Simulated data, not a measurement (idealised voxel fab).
This is a process module. Its name is voxel double patterning.
It is cross-section cut that appears here, measuring 210 nm in width, its square cells being 5 nm in size.
When this document writes out a cross-section, it uses a grid of square cells and lists it as bands, beginning at the top and moving down, with a band standing for one or more rows of cells. Heights first: top, then bottom, in nm. Then materials, left to right, each with a width in nm. "all across" on a single material: fills the band edge to edge. "air": empty space. Measure heights from 0. That's the level where, below it, the as-received wafer is all one material. The lowest band is bottomless and extends downward; write it as in "0 -> down". Note: "30->40" means the width goes from the first number (top row of the band) to the second number (bottom row) in equal steps per row of cells. The designation "identical to before", where it is given for a processing step, indicates that no cell of the cross-section was altered in the course of that step. Entry "Fully sealed cavities". Content: empty spaces with no open connection to the top, size 8 cells or greater. Each: width x height at distance. Distance: from left edge. Unit: nm. On a step's line, text after the settings is the simulator commenting on that step. overlay nm: step with mask; distance mask lay right of planned place; negative value = left of planned place.
Planned process steps
1: RECEIVE, material Si
2: CONFORMAL_DEP, material SiO2, thk nm 5
3: DIRECTIONAL_DEP, material W, thk nm 10
4: DIRECTIONAL_DEP, material SiN, thk nm 10
5: MASKED_ETCH, tone open, mask id FIRST, width nm 15, pitch nm 50, etch materials SiN, depth nm 10, overlay nm 0
6: MASKED_ETCH, tone open, mask id SECOND, width nm 15, etch materials SiN, depth nm 10, overlay nm 0
7: DIRECTIONAL_ETCH, etch materials W, depth nm 10
8: STRIP, etch materials SiN
Incoming wafer, cross-sectional view, post step 1
- 0 -> down = Si all across
- Fully sealed cavities: none
Starting wafer: above. Plan: above. Run: one mistake. Cross-section after the module: below
- 15 -> 10 = W 70  air 15  W 10  air 15  W 10  air 15  W 75
- 10 -> 5 = W all across
- 5 -> 0 = SiO2 all across
- 0 -> down = Si all across
- Fully sealed cavities: none
Processing error: step 7, actual vs plan mismatch, actual run DIRECTIONAL_ETCH, etch materials W, depth nm 5
